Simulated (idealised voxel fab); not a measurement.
Process module heading - voxel released beams
Section shown: cut. Width: 155 nm. Cell size: 5 nm, square.
A cross-section is a grid of square cells, given in bands from the top down. A band is one or more rows of cells.
Read a band's entry like this: the first values are the height of its top and the height of its bottom in nm, and what follows is the sequence of materials from left to right, each with its width in nm. Note that "air" is empty space, and that a single material marked "throughout" reaches across the band from edge to edge.
The level at which height equals 0 is the one under which the wafer, as it arrives, is entirely one material. No lower edge exists for the bottom band, which continues downward and is notated as in "0 nm and below".
Top row gets the first number, bottom row gets the second, and each row in between changes by the same step: that is how a band width like "30->40" works.
Where a step carries "identical to before", the cross-section came out of it unchanged, cell for cell.
Voids not open to the top, 8 cells minimum: see "Fully sealed voids". Written width x height at distance; distance is from the left edge; nm.
On a step's line, text after the settings is the simulator commenting on that step.
The line of a step may include "overlay nm". On a step with a mask, this value is how far to the right of its planned place the mask lay. A negative value means the mask lay to the left.

## List of planned process steps
1) RECEIVE | material Si
2) CONFORMAL_DEP | material Al2O3 | thk nm 5
3) DIRECTIONAL_DEP | material SiO2 | thk nm 10
4) DIRECTIONAL_DEP | material aC | thk nm 15
5) PATTERN | tone open | mask id ANCHOR | material resist | width nm 40 | thk nm 35 | overlay nm 0
6) DIRECTIONAL_ETCH | etch materials aC | depth nm 15
7) STRIP | etch materials resist
8) DIRECTIONAL_ETCH | etch materials SiO2 | depth nm 10
9) STRIP | etch materials aC
10) CONFORMAL_DEP | material SiN | thk nm 15
11) MASKED_ETCH | tone cover | mask id BEAM | width nm 100 | etch materials SiN | depth nm 15 | overlay nm 0
12) STRIP | etch materials SiO2

## Delivered wafer in cross-section: state after step 1
> 0 nm and below  Si throughout
> Fully sealed voids: none

## Cross-section, end of module. Start: as above. Plan: as above. Execution: one mistake
> 15 nm to 5 nm  air=30  SiN=15  air=10  SiN=15  air=85
> 5 nm to 0 nm  Al2O3 throughout
> 0 nm and below  Si throughout
> Fully sealed voids: none
Run error: step 11 did not happen as planned, as run it was MASKED_ETCH | tone open | mask id BEAM | width nm 100 | etch materials SiN | depth nm 15 | overlay nm 0
